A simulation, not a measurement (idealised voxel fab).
The process module that follows is named voxel tone inversion.
In the cross-section labelled cut, the width is 175 nm and each square cell is 5 nm.
If you're reading a cross-section in this doc, picture square cells in a grid; it comes to you as bands, top ones listed first down to the bottom, and a band can be one or more rows of cells.
Look at the band entry: it leads with the top's height and the bottom's height in nm. Then it lists the materials left to right, with a width in nm for each. The word "all across" on a single material says that material fills the band edge to edge. The word "empty" is empty space.
It should be noted that heights are counted from 0, beneath which the wafer as supplied is of one material throughout, and that the lowest band possesses no lower boundary but continues downward, as written in "z 0 and below".
Read "30->40" as a graded width: first number on top, second number at the bottom, same change between each pair of neighbouring rows.
Take "no alteration" at face value: in the step it is given for, the cross-section changed in none of its cells.
Each empty space that has no open way to the top and spans at least 8 cells appears under "Closed-off voids" as width x height at distance, the distance counted from the left edge, all in nm.
Heads up: the bit after the settings on a step's line is the simulator's remark on that step.
For masked steps, "overlay nm" on the step line gives how far right of plan the mask actually lay; a minus sign means it lay to the left.

This section lists the process steps that were planned:
1) RECEIVE,material Si
2) CONFORMAL_DEP,material SiCN,thk nm 5
3) DIRECTIONAL_DEP,material aC,thk nm 25
4) PATTERN,tone cover,mask id POSTS,material resist,width nm 20,pitch nm 40,thk nm 30,overlay nm 0
5) DIRECTIONAL_ETCH,etch materials aC,depth nm 25
6) STRIP,etch materials resist
7) FILL_DEP,material lowk,thk nm 5
8) CMP,height nm 30
9) STRIP,etch materials aC

Incoming wafer in cross-section (state: after step 1):
  z 0 and below | Si all across
  Closed-off voids: none

Wafer at module end, in section. Began as above, planned as above, run with one mistake:
  z 30 to 0 | SiCN all across
  z 0 and below | Si all across
  Closed-off voids: none
Diagnosis: step 3 was processed under conditions differing from the plan, specifically as DIRECTIONAL_DEP,material SiCN,thk nm 25
